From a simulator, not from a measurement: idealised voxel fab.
Proc. module: voxel self aligned vias
The figure presents cross-section cut, which has a width of 265 nm and is divided into square cells with an edge length of 5 nm.
The cross-sections in this document take the form of a grid made of square cells. They are written out as bands, in order from top to bottom. Each band consists of one or more rows of cells. Within each band entry, the heights of the top and of the bottom of the band appear first, in that order and in nm; the materials of the band then follow from left to right, each with its corresponding width in nm. The designation "throughout" on a single material indicates that it fills the band from edge to edge; the designation "blank" indicates empty space. Below 0: as-received wafer, all one material; heights counted from there. Lowest band: no bottom, goes on down, written "0 nm and below". Note: "30 to 40" means the width goes from the first number (top row of the band) to the second number (bottom row) in equal steps per row of cells. The designation "remains unaltered", where it is given for a processing step, indicates that no cell of the cross-section was altered in the course of that step. Reported under the label "Closed internal cavities" are the empty spaces having no open way to the top and comprising 8 cells or more; the notation for each is width x height at distance, in which the distance is measured from the left edge and all three values are in nm. Text after the settings on a step's line: the simulator's own remark on that step. overlay nm, on a step with a mask: how far to the right of its planned place the mask lay; to the left if negative. Read the rest as pairs. Take the cross-section before one process step, then the cross-section after it, which shows only down to the lowest band that changed. Under the pair, find the step between them and its settings. Bear in mind that pairs may come from different runs of this module on the same starting wafer: link a pair to the pair above it only where its entry headed "Structure before processing" says to.

### Structure before processing
> 0 nm and below: Si throughout
> Closed internal cavities: none

### Resultant Cross-Section
> 15 nm to 0 nm: SiO2 throughout
> Below 0, no change.
> Closed internal cavities: none
Connecting step for the cross-sections above: CONFORMAL_DEP, material SiO2, thk nm 15

Structure before processing: the pre-step structure is the one depicted after the step in the pair just above.

### Resultant Cross-Section
> 20 nm to 15 nm: SiCN throughout
> Below 15, no change.
> Closed internal cavities: none
Connecting step for the cross-sections above: CONFORMAL_DEP, material SiCN, thk nm 5

Structure before processing: the pre-step structure is the one depicted after the step in the pair just above.

### Resultant Cross-Section
> 50 nm to 20 nm: SiO2 throughout
> Below 20, no change.
> Closed internal cavities: none
Connecting step for the cross-sections above: DIRECTIONAL_DEP, material SiO2, thk nm 30

Structure before processing: the pre-step structure is the one depicted after the step in the pair just above.

### Resultant Cross-Section
> 50 nm to 20 nm: SiO2 50 / blank 25 / SiO2 45 / blank 25 / SiO2 45 / blank 25 / SiO2 50
> Below 20, no change.
> Closed internal cavities: none
Connecting step for the cross-sections above: MASKED_ETCH, tone open, mask id LINES, width nm 25, pitch nm 70, etch materials SiO2, depth nm 30, overlay nm 0

Structure before processing: the pre-step structure is the one depicted after the step in the pair just above.

### Resultant Cross-Section
> 55 nm to 50 nm: TiN 55 / blank 15 / TiN 55 / blank 15 / TiN 55 / blank 15 / TiN 55
> 50 nm to 25 nm: SiO2 50 / TiN 5 / blank 15 / TiN 5 / SiO2 45 / TiN 5 / blank 15 / TiN 5 / SiO2 45 / TiN 5 / blank 15 / TiN 5 / SiO2 50
> 25 nm to 20 nm: SiO2 50 / TiN 25 / SiO2 45 / TiN 25 / SiO2 45 / TiN 25 / SiO2 50
> Below 20, no change.
> Closed internal cavities: none
Connecting step for the cross-sections above: CONFORMAL_DEP, material TiN, thk nm 5

Structure before processing: the pre-step structure is the one depicted after the step in the pair just above.

### Resultant Cross-Section
> 65 nm to 55 nm: W throughout
> 55 nm to 50 nm: TiN 55 / W 15 / TiN 55 / W 15 / TiN 55 / W 15 / TiN 55
> 50 nm to 25 nm: SiO2 50 / TiN 5 / W 15 / TiN 5 / SiO2 45 / TiN 5 / W 15 / TiN 5 / SiO2 45 / TiN 5 / W 15 / TiN 5 / SiO2 50
> Below 25, no change.
> Closed internal cavities: none
Connecting step for the cross-sections above: FILL_DEP, material W, thk nm 10

Structure before processing: the pre-step structure is the one depicted after the step in the pair just above.

### Resultant Cross-Section
> 50 nm to 25 nm: SiO2 50 / TiN 5 / W 15 / TiN 5 / SiO2 45 / TiN 5 / W 15 / TiN 5 / SiO2 45 / TiN 5 / W 15 / TiN 5 / SiO2 50
> Below 25, no change.
> Closed internal cavities: none
Connecting step for the cross-sections above: CMP, height nm 50

Structure before processing: the pre-step structure is the one depicted after the step in the pair just above.

### Resultant Cross-Section
> 50 nm to 40 nm: SiO2 50 / blank 25 / SiO2 45 / blank 25 / SiO2 45 / blank 25 / SiO2 50
> Below 40, no change.
> Closed internal cavities: none
Connecting step for the cross-sections above: SELECTIVE_ETCH, etch materials W Ru TiN, depth nm 10

Structure before processing: the pre-step structure is the one depicted after the step in the pair just above.

### Resultant Cross-Section
> 60 nm to 50 nm: SiN throughout
> 50 nm to 40 nm: SiO2 50 / SiN 25 / SiO2 45 / SiN 25 / SiO2 45 / SiN 25 / SiO2 50
> Below 40, no change.
> Closed internal cavities: none
Connecting step for the cross-sections above: FILL_DEP, material SiN, thk nm 10

Structure before processing: the pre-step structure is the one depicted after the step in the pair just above.

### Resultant Cross-Section
> 50 nm to 40 nm: SiO2 50 / SiN 25 / SiO2 45 / SiN 25 / SiO2 45 / SiN 25 / SiO2 50
> Below 40, no change.
> Closed internal cavities: none
Connecting step for the cross-sections above: CMP, height nm 50

Structure before processing: the pre-step structure is the one depicted after the step in the pair just above.

### Resultant Cross-Section
> 65 nm to 50 nm: SiO2 throughout
> Below 50, no change.
> Closed internal cavities: none
Connecting step for the cross-sections above: DIRECTIONAL_DEP, material SiO2, thk nm 15

Structure before processing: the pre-step structure is the one depicted after the step in the pair just above.

### Resultant Cross-Section
> 75 nm to 65 nm: aC throughout
> Below 65, no change.
> Closed internal cavities: none
Connecting step for the cross-sections above: DIRECTIONAL_DEP, material aC, thk nm 10

Structure before processing: the pre-step structure is the one depicted after the step in the pair just above.

### Resultant Cross-Section
> 100 nm to 75 nm: resist 40 / blank 45 / resist 25 / blank 45 / resist 25 / blank 45 / resist 40
> Below 75, no change.
> Closed internal cavities: none
Connecting step for the cross-sections above: PATTERN, tone open, mask id VIAS, material resist, width nm 45, pitch nm 70, thk nm 25, overlay nm 0

Structure before processing: the pre-step structure is the one depicted after the step in the pair just above.

### Resultant Cross-Section
> 90 nm to 75 nm: resist 40 / blank 45 / resist 25 / blank 45 / resist 25 / blank 45 / resist 40
> 75 nm to 65 nm: aC 40 / blank 45 / aC 25 / blank 45 / aC 25 / blank 45 / aC 40
> Below 65, no change.
> Closed internal cavities: none
Connecting step for the cross-sections above: DIRECTIONAL_ETCH, etch materials aC, depth nm 10

Structure before processing: the pre-step structure is the one depicted after the step in the pair just above.

### Resultant Cross-Section
> 75 nm to 65 nm: aC 40 / blank 45 / aC 25 / blank 45 / aC 25 / blank 45 / aC 40
> Below 65, no change.
> Closed internal cavities: none
Connecting step for the cross-sections above: STRIP, etch materials resist

Structure before processing: the pre-step structure is the one depicted after the step in the pair just above.

### Resultant Cross-Section
> 75 nm to 65 nm: aC 40 / blank 45 / aC 25 / blank 45 / aC 25 / blank 45 / aC 40
> 65 nm to 50 nm: SiO2 40 / blank 45 / SiO2 25 / blank 45 / SiO2 25 / blank 45 / SiO2 40
> Below 50, no change.
> Closed internal cavities: none
Connecting step for the cross-sections above: DIRECTIONAL_ETCH, etch materials SiO2, depth nm 15

Structure before processing: the pre-step structure is the one depicted after the step in the pair just above.

### Resultant Cross-Section
> 75 nm to 65 nm: aC 40 / blank 45 / aC 25 / blank 45 / aC 25 / blank 45 / aC 40
> 65 nm to 50 nm: SiO2 40 / blank 45 / SiO2 25 / blank 45 / SiO2 25 / blank 45 / SiO2 40
> 50 nm to 40 nm: SiO2 50 / blank 25 / SiO2 45 / blank 25 / SiO2 45 / blank 25 / SiO2 50
> Below 40, no change.
> Closed internal cavities: none
Connecting step for the cross-sections above: DIRECTIONAL_ETCH, etch materials SiN, depth nm 10

Structure before processing: the pre-step structure is the one depicted after the step in the pair just above.

### Resultant Cross-Section
> 65 nm to 50 nm: SiO2 40 / blank 45 / SiO2 25 / blank 45 / SiO2 25 / blank 45 / SiO2 40
> Below 50, no change.
> Closed internal cavities: none
Connecting step for the cross-sections above: STRIP, etch materials aC

Structure before processing: the pre-step structure is the one depicted after the step in the pair just above.

### Resultant Cross-Section
> 70 nm to 65 nm: TiN 45 / blank 35 / TiN 35 / blank 35 / TiN 35 / blank 35 / TiN 45
> 65 nm to 55 nm: SiO2 40 / TiN 5 / blank 35 / TiN 5 / SiO2 25 / TiN 5 / blank 35 / TiN 5 / SiO2 25 / TiN 5 / blank 35 / TiN 5 / SiO2 40
> 55 nm to 45 nm: SiO2 40 to 50 / TiN 15 to 5 / blank 15 / TiN 15 to 5 / SiO2 25 to 45 / TiN 15 to 5 / blank 15 / TiN 15 to 5 / SiO2 25 to 45 / TiN 15 to 5 / blank 15 / TiN 15 to 5 / SiO2 40 to 50
> 45 nm to 40 nm: SiO2 50 / TiN 25 / SiO2 45 / TiN 25 / SiO2 45 / TiN 25 / SiO2 50
> Below 40, no change.
> Closed internal cavities: none
Connecting step for the cross-sections above: CONFORMAL_DEP, material TiN, thk nm 5

Structure before processing: the pre-step structure is the one depicted after the step in the pair just above.

### Resultant Cross-Section
> 80 nm to 70 nm: W throughout
> 70 nm to 65 nm: TiN 45 / W 35 / TiN 35 / W 35 / TiN 35 / W 35 / TiN 45
> 65 nm to 55 nm: SiO2 40 / TiN 5 / W 35 / TiN 5 / SiO2 25 / TiN 5 / W 35 / TiN 5 / SiO2 25 / TiN 5 / W 35 / TiN 5 / SiO2 40
> 55 nm to 45 nm: SiO2 40 to 50 / TiN 15 to 5 / W 15 / TiN 15 to 5 / SiO2 25 to 45 / TiN 15 to 5 / W 15 / TiN 15 to 5 / SiO2 25 to 45 / TiN 15 to 5 / W 15 / TiN 15 to 5 / SiO2 40 to 50
> Below 45, no change.
> Closed internal cavities: none
Connecting step for the cross-sections above: FILL_DEP, material W, thk nm 10

Structure before processing: the pre-step structure is the one depicted after the step in the pair just above.

### Resultant Cross-Section
> 65 nm to 55 nm: SiO2 40 / TiN 5 / W 35 / TiN 5 / SiO2 25 / TiN 5 / W 35 / TiN 5 / SiO2 25 / TiN 5 / W 35 / TiN 5 / SiO2 40
> Below 55, no change.
> Closed internal cavities: none
Connecting step for the cross-sections above: CMP, height nm 65

Structure before processing: the pre-step structure is the one depicted after the step in the pair just above.

### Resultant Cross-Section
> 70 nm to 65 nm: SiCN throughout
> Below 65, no change.
> Closed internal cavities: none
Connecting step for the cross-sections above: CONFORMAL_DEP, material SiCN, thk nm 5

### Structure before processing
> 15 nm to 0 nm: SiO2 throughout
> 0 nm and below: Si throughout
> Closed internal cavities: none

### Resultant Cross-Section
> 45 nm to 0 nm: SiO2 throughout
> Below 0, no change.
> Closed internal cavities: none
Connecting step for the cross-sections above: DIRECTIONAL_DEP, material SiO2, thk nm 30

Structure before processing: the pre-step structure is the one depicted after the step in the pair just above.

### Resultant Cross-Section
> 45 nm to 15 nm: SiO2 50 / blank 25 / SiO2 45 / blank 25 / SiO2 45 / blank 25 / SiO2 50
> Below 15, no change.
> Closed internal cavities: none
Connecting step for the cross-sections above: MASKED_ETCH, tone open, mask id LINES, width nm 25, pitch nm 70, etch materials SiO2, depth nm 30, overlay nm 0

Structure before processing: the pre-step structure is the one depicted after the step in the pair just above.

### Resultant Cross-Section
> 50 nm to 45 nm: TiN 55 / blank 15 / TiN 55 / blank 15 / TiN 55 / blank 15 / TiN 55
> 45 nm to 20 nm: SiO2 50 / TiN 5 / blank 15 / TiN 5 / SiO2 45 / TiN 5 / blank 15 / TiN 5 / SiO2 45 / TiN 5 / blank 15 / TiN 5 / SiO2 50
> 20 nm to 15 nm: SiO2 50 / TiN 25 / SiO2 45 / TiN 25 / SiO2 45 / TiN 25 / SiO2 50
> Below 15, no change.
> Closed internal cavities: none
Connecting step for the cross-sections above: CONFORMAL_DEP, material TiN, thk nm 5

Structure before processing: the pre-step structure is the one depicted after the step in the pair just above.

### Resultant Cross-Section
> 60 nm to 50 nm: W throughout
> 50 nm to 45 nm: TiN 55 / W 15 / TiN 55 / W 15 / TiN 55 / W 15 / TiN 55
> 45 nm to 20 nm: SiO2 50 / TiN 5 / W 15 / TiN 5 / SiO2 45 / TiN 5 / W 15 / TiN 5 / SiO2 45 / TiN 5 / W 15 / TiN 5 / SiO2 50
> Below 20, no change.
> Closed internal cavities: none
Connecting step for the cross-sections above: FILL_DEP, material W, thk nm 10

Structure before processing: the pre-step structure is the one depicted after the step in the pair just above.

### Resultant Cross-Section
> 50 nm to 45 nm: TiN 55 / W 15 / TiN 55 / W 15 / TiN 55 / W 15 / TiN 55
> Below 45, no change.
> Closed internal cavities: none
Connecting step for the cross-sections above: CMP, height nm 50

Structure before processing: the pre-step structure is the one depicted after the step in the pair just above.

### Resultant Cross-Section
> 45 nm to 40 nm: SiO2 50 / blank 25 / SiO2 45 / blank 25 / SiO2 45 / blank 25 / SiO2 50
> Below 40, no change.
> Closed internal cavities: none
Connecting step for the cross-sections above: SELECTIVE_ETCH, etch materials W Ru TiN, depth nm 10

Structure before processing: the pre-step structure is the one depicted after the step in the pair just above.

### Resultant Cross-Section
> 55 nm to 45 nm: SiN throughout
> 45 nm to 40 nm: SiO2 50 / SiN 25 / SiO2 45 / SiN 25 / SiO2 45 / SiN 25 / SiO2 50
> Below 40, no change.
> Closed internal cavities: none
Connecting step for the cross-sections above: FILL_DEP, material SiN, thk nm 10

Structure before processing: the pre-step structure is the one depicted after the step in the pair just above.

### Resultant Cross-Section
> 50 nm to 45 nm: SiN throughout
> Below 45, no change.
> Closed internal cavities: none
Connecting step for the cross-sections above: CMP, height nm 50

Structure before processing: the pre-step structure is the one depicted after the step in the pair just above.

### Resultant Cross-Section
> 65 nm to 50 nm: SiO2 throughout
> Below 50, no change.
> Closed internal cavities: none
Connecting step for the cross-sections above: DIRECTIONAL_DEP, material SiO2, thk nm 15

Structure before processing: the pre-step structure is the one depicted after the step in the pair just above.

### Resultant Cross-Section
> 75 nm to 65 nm: aC throughout
> Below 65, no change.
> Closed internal cavities: none
Connecting step for the cross-sections above: DIRECTIONAL_DEP, material aC, thk nm 10

Structure before processing: the pre-step structure is the one depicted after the step in the pair just above.

### Resultant Cross-Section
> 100 nm to 75 nm: resist 40 / blank 45 / resist 25 / blank 45 / resist 25 / blank 45 / resist 40
> Below 75, no change.
> Closed internal cavities: none
Connecting step for the cross-sections above: PATTERN, tone open, mask id VIAS, material resist, width nm 45, pitch nm 70, thk nm 25, overlay nm 0

Structure before processing: the pre-step structure is the one depicted after the step in the pair just above.

### Resultant Cross-Section
> 90 nm to 75 nm: resist 40 / blank 45 / resist 25 / blank 45 / resist 25 / blank 45 / resist 40
> 75 nm to 65 nm: aC 40 / blank 45 / aC 25 / blank 45 / aC 25 / blank 45 / aC 40
> Below 65, no change.
> Closed internal cavities: none
Connecting step for the cross-sections above: DIRECTIONAL_ETCH, etch materials aC, depth nm 10

Structure before processing: the pre-step structure is the one depicted after the step in the pair just above.

### Resultant Cross-Section
> 75 nm to 65 nm: aC 40 / blank 45 / aC 25 / blank 45 / aC 25 / blank 45 / aC 40
> Below 65, no change.
> Closed internal cavities: none
Connecting step for the cross-sections above: STRIP, etch materials resist

Structure before processing: the pre-step structure is the one depicted after the step in the pair just above.

### Resultant Cross-Section
> 75 nm to 65 nm: aC 40 / blank 45 / aC 25 / blank 45 / aC 25 / blank 45 / aC 40
> 65 nm to 50 nm: SiO2 40 / blank 45 / SiO2 25 / blank 45 / SiO2 25 / blank 45 / SiO2 40
> Below 50, no change.
> Closed internal cavities: none
Connecting step for the cross-sections above: DIRECTIONAL_ETCH, etch materials SiO2, depth nm 15

Structure before processing: the pre-step structure is the one depicted after the step in the pair just above.

### Resultant Cross-Section
> 75 nm to 65 nm: aC 40 / blank 45 / aC 25 / blank 45 / aC 25 / blank 45 / aC 40
> 65 nm to 50 nm: SiO2 40 / blank 45 / SiO2 25 / blank 45 / SiO2 25 / blank 45 / SiO2 40
> 50 nm to 45 nm: SiN 40 / blank 45 / SiN 25 / blank 45 / SiN 25 / blank 45 / SiN 40
> 45 nm to 40 nm: SiO2 50 / blank 25 / SiO2 45 / blank 25 / SiO2 45 / blank 25 / SiO2 50
> Below 40, no change.
> Closed internal cavities: none
Connecting step for the cross-sections above: DIRECTIONAL_ETCH, etch materials SiN, depth nm 10

Structure before processing: the pre-step structure is the one depicted after the step in the pair just above.

### Resultant Cross-Section
> 65 nm to 50 nm: SiO2 40 / blank 45 / SiO2 25 / blank 45 / SiO2 25 / blank 45 / SiO2 40
> Below 50, no change.
> Closed internal cavities: none
Connecting step for the cross-sections above: STRIP, etch materials aC

Structure before processing: the pre-step structure is the one depicted after the step in the pair just above.

### Resultant Cross-Section
> 70 nm to 65 nm: TiN 45 / blank 35 / TiN 35 / blank 35 / TiN 35 / blank 35 / TiN 45
> 65 nm to 50 nm: SiO2 40 / TiN 5 / blank 35 / TiN 5 / SiO2 25 / TiN 5 / blank 35 / TiN 5 / SiO2 25 / TiN 5 / blank 35 / TiN 5 / SiO2 40
> 50 nm to 45 nm: SiN 40 / TiN 15 / blank 15 / TiN 15 / SiN 25 / TiN 15 / blank 15 / TiN 15 / SiN 25 / TiN 15 / blank 15 / TiN 15 / SiN 40
> 45 nm to 40 nm: SiO2 50 / TiN 25 / SiO2 45 / TiN 25 / SiO2 45 / TiN 25 / SiO2 50
> Below 40, no change.
> Closed internal cavities: none
Connecting step for the cross-sections above: CONFORMAL_DEP, material TiN, thk nm 5

Structure before processing: the pre-step structure is the one depicted after the step in the pair just above.

### Resultant Cross-Section
> 80 nm to 70 nm: W throughout
> 70 nm to 65 nm: TiN 45 / W 35 / TiN 35 / W 35 / TiN 35 / W 35 / TiN 45
> 65 nm to 50 nm: SiO2 40 / TiN 5 / W 35 / TiN 5 / SiO2 25 / TiN 5 / W 35 / TiN 5 / SiO2 25 / TiN 5 / W 35 / TiN 5 / SiO2 40
> 50 nm to 45 nm: SiN 40 / TiN 15 / W 15 / TiN 15 / SiN 25 / TiN 15 / W 15 / TiN 15 / SiN 25 / TiN 15 / W 15 / TiN 15 / SiN 40
> Below 45, no change.
> Closed internal cavities: none
Connecting step for the cross-sections above: FILL_DEP, material W, thk nm 10

Structure before processing: the pre-step structure is the one depicted after the step in the pair just above.

### Resultant Cross-Section
> 65 nm to 50 nm: SiO2 40 / TiN 5 / W 35 / TiN 5 / SiO2 25 / TiN 5 / W 35 / TiN 5 / SiO2 25 / TiN 5 / W 35 / TiN 5 / SiO2 40
> Below 50, no change.
> Closed internal cavities: none
Connecting step for the cross-sections above: CMP, height nm 65

Structure before processing: the pre-step structure is the one depicted after the step in the pair just above.

### Resultant Cross-Section
> 70 nm to 65 nm: SiCN throughout
> Below 65, no change.
> Closed internal cavities: none
Connecting step for the cross-sections above: CONFORMAL_DEP, material SiCN, thk nm 5

### Structure before processing
> 75 nm to 65 nm: aC 40 / blank 45 / aC 25 / blank 45 / aC 25 / blank 45 / aC 40
> 65 nm to 50 nm: SiO2 40 / blank 45 / SiO2 25 / blank 45 / SiO2 25 / blank 45 / SiO2 40
> 50 nm to 40 nm: SiO2 50 / SiN 25 / SiO2 45 / SiN 25 / SiO2 45 / SiN 25 / SiO2 50
> 40 nm to 25 nm: SiO2 50 / TiN 5 / W 15 / TiN 5 / SiO2 45 / TiN 5 / W 15 / TiN 5 / SiO2 45 / TiN 5 / W 15 / TiN 5 / SiO2 50
> 25 nm to 20 nm: SiO2 50 / TiN 25 / SiO2 45 / TiN 25 / SiO2 45 / TiN 25 / SiO2 50
> 20 nm to 15 nm: SiCN throughout
> 15 nm to 0 nm: SiO2 throughout
> 0 nm and below: Si throughout
> Closed internal cavities: none

### Resultant Cross-Section
> 75 nm to 65 nm: aC 40 / blank 45 / aC 25 / blank 45 / aC 25 / blank 45 / aC 40
> 65 nm to 50 nm: SiO2 40 / blank 45 / SiO2 25 / blank 45 / SiO2 25 / blank 45 / SiO2 40
> 50 nm to 40 nm: SiO2 40 / blank 10 / SiN 25 / blank 10 / SiO2 25 / blank 10 / SiN 25 / blank 10 / SiO2 25 / blank 10 / SiN 25 / blank 10 / SiO2 40
> 40 nm to 35 nm: SiO2 40 / blank 10 / TiN 5 / W 15 / TiN 5 / blank 10 / SiO2 25 / blank 10 / TiN 5 / W 15 / TiN 5 / blank 10 / SiO2 25 / blank 10 / TiN 5 / W 15 / TiN 5 / blank 10 / SiO2 40
> Below 35, no change.
> Closed internal cavities: none
Connecting step for the cross-sections above: DIRECTIONAL_ETCH, etch materials SiO2, depth nm 15

Structure before processing: the pre-step structure is the one depicted after the step in the pair just above.

### Resultant Cross-Section
> 75 nm to 65 nm: aC 40 / blank 45 / aC 25 / blank 45 / aC 25 / blank 45 / aC 40
> 65 nm to 40 nm: SiO2 40 / blank 45 / SiO2 25 / blank 45 / SiO2 25 / blank 45 / SiO2 40
> Below 40, no change.
> Closed internal cavities: none
Connecting step for the cross-sections above: DIRECTIONAL_ETCH, etch materials SiN, depth nm 10

Structure before processing: the pre-step structure is the one depicted after the step in the pair just above.

### Resultant Cross-Section
> 65 nm to 40 nm: SiO2 40 / blank 45 / SiO2 25 / blank 45 / SiO2 25 / blank 45 / SiO2 40
> Below 40, no change.
> Closed internal cavities: none
Connecting step for the cross-sections above: STRIP, etch materials aC

Structure before processing: the pre-step structure is the one depicted after the step in the pair just above.

### Resultant Cross-Section
> 70 nm to 65 nm: TiN 45 / blank 35 / TiN 35 / blank 35 / TiN 35 / blank 35 / TiN 45
> 65 nm to 45 nm: SiO2 40 / TiN 5 / blank 35 / TiN 5 / SiO2 25 / TiN 5 / blank 35 / TiN 5 / SiO2 25 / TiN 5 / blank 35 / TiN 5 / SiO2 40
> 45 nm to 40 nm: SiO2 40 / TiN 45 / SiO2 25 / TiN 45 / SiO2 25 / TiN 45 / SiO2 40
> 40 nm to 35 nm: SiO2 40 / TiN 15 / W 15 / TiN 15 / SiO2 25 / TiN 15 / W 15 / TiN 15 / SiO2 25 / TiN 15 / W 15 / TiN 15 / SiO2 40
> Below 35, no change.
> Closed internal cavities: none
Connecting step for the cross-sections above: CONFORMAL_DEP, material TiN, thk nm 5

Structure before processing: the pre-step structure is the one depicted after the step in the pair just above.

### Resultant Cross-Section
> 80 nm to 70 nm: W throughout
> 70 nm to 65 nm: TiN 45 / W 35 / TiN 35 / W 35 / TiN 35 / W 35 / TiN 45
> 65 nm to 45 nm: SiO2 40 / TiN 5 / W 35 / TiN 5 / SiO2 25 / TiN 5 / W 35 / TiN 5 / SiO2 25 / TiN 5 / W 35 / TiN 5 / SiO2 40
> Below 45, no change.
> Closed internal cavities: none
Connecting step for the cross-sections above: FILL_DEP, material W, thk nm 10

Structure before processing: the pre-step structure is the one depicted after the step in the pair just above.

### Resultant Cross-Section
> 65 nm to 45 nm: SiO2 40 / TiN 5 / W 35 / TiN 5 / SiO2 25 / TiN 5 / W 35 / TiN 5 / SiO2 25 / TiN 5 / W 35 / TiN 5 / SiO2 40
> Below 45, no change.
> Closed internal cavities: none
Connecting step for the cross-sections above: CMP, height nm 65

Structure before processing: the pre-step structure is the one depicted after the step in the pair just above.

### Resultant Cross-Section
> 70 nm to 65 nm: SiCN throughout
> Below 65, no change.
> Closed internal cavities: none
Connecting step for the cross-sections above: CONFORMAL_DEP, material SiCN, thk nm 5

### Structure before processing
> 45 nm to 0 nm: SiO2 throughout
> 0 nm and below: Si throughout
> Closed internal cavities: none

### Resultant Cross-Section
> 50 nm to 45 nm: SiCN throughout
> Below 45, no change.
> Closed internal cavities: none
Connecting step for the cross-sections above: CONFORMAL_DEP, material SiCN, thk nm 5

Structure before processing: the pre-step structure is the one depicted after the step in the pair just above.

### Resultant Cross-Section
> 55 nm to 50 nm: TiN throughout
> Below 50, no change.
> Closed internal cavities: none
Connecting step for the cross-sections above: CONFORMAL_DEP, material TiN, thk nm 5

Structure before processing: the pre-step structure is the one depicted after the step in the pair just above.

### Resultant Cross-Section
> 65 nm to 55 nm: W throughout
> Below 55, no change.
> Closed internal cavities: none
Connecting step for the cross-sections above: FILL_DEP, material W, thk nm 10

Structure before processing: the pre-step structure is the one depicted after the step in the pair just above.

### Resultant Cross-Section
> 50 nm to 45 nm: SiCN throughout
> Below 45, no change.
> Closed internal cavities: none
Connecting step for the cross-sections above: CMP, height nm 50

Structure before processing: the pre-step structure is the one depicted after the step in the pair just above.

### Resultant Cross-Section
> 60 nm to 50 nm: SiN throughout
> Below 50, no change.
> Closed internal cavities: none
Connecting step for the cross-sections above: FILL_DEP, material SiN, thk nm 10

Structure before processing: the pre-step structure is the one depicted after the step in the pair just above.

### Resultant Cross-Section
> 50 nm to 45 nm: SiCN throughout
> Below 45, no change.
> Closed internal cavities: none
Connecting step for the cross-sections above: CMP, height nm 50

Structure before processing: the pre-step structure is the one depicted after the step in the pair just above.

### Resultant Cross-Section
> 65 nm to 50 nm: SiO2 throughout
> Below 50, no change.
> Closed internal cavities: none
Connecting step for the cross-sections above: DIRECTIONAL_DEP, material SiO2, thk nm 15

Structure before processing: the pre-step structure is the one depicted after the step in the pair just above.

### Resultant Cross-Section
> 75 nm to 65 nm: aC throughout
> Below 65, no change.
> Closed internal cavities: none
Connecting step for the cross-sections above: DIRECTIONAL_DEP, material aC, thk nm 10

Structure before processing: the pre-step structure is the one depicted after the step in the pair just above.

### Resultant Cross-Section
> 100 nm to 75 nm: resist 40 / blank 45 / resist 25 / blank 45 / resist 25 / blank 45 / resist 40
> Below 75, no change.
> Closed internal cavities: none
Connecting step for the cross-sections above: PATTERN, tone open, mask id VIAS, material resist, width nm 45, pitch nm 70, thk nm 25, overlay nm 0

Structure before processing: the pre-step structure is the one depicted after the step in the pair just above.

### Resultant Cross-Section
> 90 nm to 75 nm: resist 40 / blank 45 / resist 25 / blank 45 / resist 25 / blank 45 / resist 40
> 75 nm to 65 nm: aC 40 / blank 45 / aC 25 / blank 45 / aC 25 / blank 45 / aC 40
> Below 65, no change.
> Closed internal cavities: none
Connecting step for the cross-sections above: DIRECTIONAL_ETCH, etch materials aC, depth nm 10

Structure before processing: the pre-step structure is the one depicted after the step in the pair just above.

### Resultant Cross-Section
> 75 nm to 65 nm: aC 40 / blank 45 / aC 25 / blank 45 / aC 25 / blank 45 / aC 40
> Below 65, no change.
> Closed internal cavities: none
Connecting step for the cross-sections above: STRIP, etch materials resist

Structure before processing: the pre-step structure is the one depicted after the step in the pair just above.

### Resultant Cross-Section
> 75 nm to 65 nm: aC 40 / blank 45 / aC 25 / blank 45 / aC 25 / blank 45 / aC 40
> 65 nm to 50 nm: SiO2 40 / blank 45 / SiO2 25 / blank 45 / SiO2 25 / blank 45 / SiO2 40
> Below 50, no change.
> Closed internal cavities: none
Connecting step for the cross-sections above: DIRECTIONAL_ETCH, etch materials SiO2, depth nm 15

Structure before processing: the pre-step structure is the one depicted after the step in the pair just above.

### Resultant Cross-Section
> 65 nm to 50 nm: SiO2 40 / blank 45 / SiO2 25 / blank 45 / SiO2 25 / blank 45 / SiO2 40
> Below 50, no change.
> Closed internal cavities: none
Connecting step for the cross-sections above: STRIP, etch materials aC

Structure before processing: the pre-step structure is the one depicted after the step in the pair just above.

### Resultant Cross-Section
> 70 nm to 65 nm: TiN 45 / blank 35 / TiN 35 / blank 35 / TiN 35 / blank 35 / TiN 45
> 65 nm to 55 nm: SiO2 40 / TiN 5 / blank 35 / TiN 5 / SiO2 25 / TiN 5 / blank 35 / TiN 5 / SiO2 25 / TiN 5 / blank 35 / TiN 5 / SiO2 40
> 55 nm to 50 nm: SiO2 40 / TiN 45 / SiO2 25 / TiN 45 / SiO2 25 / TiN 45 / SiO2 40
> Below 50, no change.
> Closed internal cavities: none
Connecting step for the cross-sections above: CONFORMAL_DEP, material TiN, thk nm 5

Structure before processing: the pre-step structure is the one depicted after the step in the pair just above.

### Resultant Cross-Section
> 80 nm to 70 nm: W throughout
> 70 nm to 65 nm: TiN 45 / W 35 / TiN 35 / W 35 / TiN 35 / W 35 / TiN 45
> 65 nm to 55 nm: SiO2 40 / TiN 5 / W 35 / TiN 5 / SiO2 25 / TiN 5 / W 35 / TiN 5 / SiO2 25 / TiN 5 / W 35 / TiN 5 / SiO2 40
> Below 55, no change.
> Closed internal cavities: none
Connecting step for the cross-sections above: FILL_DEP, material W, thk nm 10

Structure before processing: the pre-step structure is the one depicted after the step in the pair just above.

### Resultant Cross-Section
> 65 nm to 55 nm: SiO2 40 / TiN 5 / W 35 / TiN 5 / SiO2 25 / TiN 5 / W 35 / TiN 5 / SiO2 25 / TiN 5 / W 35 / TiN 5 / SiO2 40
> Below 55, no change.
> Closed internal cavities: none
Connecting step for the cross-sections above: CMP, height nm 65

Structure before processing: the pre-step structure is the one depicted after the step in the pair just above.

### Resultant Cross-Section
> 70 nm to 65 nm: SiCN throughout
> Below 65, no change.
> Closed internal cavities: none
Connecting step for the cross-sections above: CONFORMAL_DEP, material SiCN, thk nm 5

### Structure before processing
> 15 nm to 0 nm: SiO2 throughout
> 0 nm and below: Si throughout
> Closed internal cavities: none

### Resultant Cross-Section
> 30 nm to 15 nm: SiCN throughout
> Below 15, no change.
> Closed internal cavities: none
Connecting step for the cross-sections above: CONFORMAL_DEP, material SiCN, thk nm 15

Structure before processing: the pre-step structure is the one depicted after the step in the pair just above.

### Resultant Cross-Section
> 60 nm to 30 nm: SiO2 throughout
> Below 30, no change.
> Closed internal cavities: none
Connecting step for the cross-sections above: DIRECTIONAL_DEP, material SiO2, thk nm 30

Structure before processing: the pre-step structure is the one depicted after the step in the pair just above.

### Resultant Cross-Section
> 60 nm to 30 nm: SiO2 50 / blank 25 / SiO2 45 / blank 25 / SiO2 45 / blank 25 / SiO2 50
> Below 30, no change.
> Closed internal cavities: none
Connecting step for the cross-sections above: MASKED_ETCH, tone open, mask id LINES, width nm 25, pitch nm 70, etch materials SiO2, depth nm 30, overlay nm 0
